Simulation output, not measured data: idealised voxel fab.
process module | voxel fin reveal
cross-section cut | 200 nm wide | cells 5 nm
A cross-section is a grid of square cells, given in bands from the top down. A band is one or more rows of cells.
Each band's line starts with the height of the band's top and of its bottom, in nm. Then come its materials from left to right, each with its width in nm. One material with "throughout" fills the band from edge to edge. "air" is empty space.
Height 0 is the level under which the wafer as received is all one material. The lowest band goes on downwards, as in "0 down".
A width such as "30 to 40" changes by the same amount from each row of cells to the next, from the band's top row to its bottom row.
"no change" after a step means that no cell of the cross-section changed.
closed voids: empty space of 8 cells or more with no open way to the top, each as width x height at its distance from the left edge, in nm
after a step's settings: what the simulator itself notes on the step
overlay nm, on a step with a mask: how far to the right of its planned place the mask lay; to the left if negative
plan
1 op RECEIVE | material Si
2 op CONFORMAL_DEP | material SiN | thk nm 5
3 op DIRECTIONAL_DEP | material aC | thk nm 10
4 op PATTERN | tone cover | mask id FINS | material resist | width nm 15 | pitch nm 35 | thk nm 30 | overlay nm 0
5 op DIRECTIONAL_ETCH | etch materials aC | depth nm 10
6 op STRIP | etch materials resist
7 op DIRECTIONAL_ETCH | etch materials SiN | depth nm 5
8 op DIRECTIONAL_ETCH | etch materials Si | depth nm 35
9 op STRIP | etch materials aC
10 op OXIDIZE | depth nm 5
11 op FILL_DEP | material SiO2 | thk nm 5
12 op CMP | height nm 5
13 op SELECTIVE_ETCH | etch materials SiO2 | depth nm 20
14 op STRIP | etch materials SiN
as received, after step 1
  0 down: Si throughout
  closed voids: none
first wafer at the end, as planned
  0 to -15: air 45 | Si 5 | air 30 | Si 5 | air 30 | Si 5 | air 30 | Si 5 | air 45
  -15 to -40: SiO2 45 | Si 5 | SiO2 30 | Si 5 | SiO2 30 | Si 5 | SiO2 30 | Si 5 | SiO2 45
  -40 down: Si throughout
  closed voids: none
second wafer at the end: like start, like plan, one mistake
  0 to -15: Si 35 | air 25 | Si 10 | air 25 | Si 10 | air 25 | Si 10 | air 25 | Si 35
  -15 to -40: Si 35 | SiO2 25 | Si 10 | SiO2 25 | Si 10 | SiO2 25 | Si 10 | SiO2 25 | Si 35
  -40 down: Si throughout
  closed voids: none
what went wrong: step 4 ran as: op PATTERN | tone open | mask id FINS | material resist | width nm 15 | pitch nm 35 | thk nm 30 | overlay nm 0
at the end the second wafer has, in cells: 128 more of Si | 80 fewer of SiO2
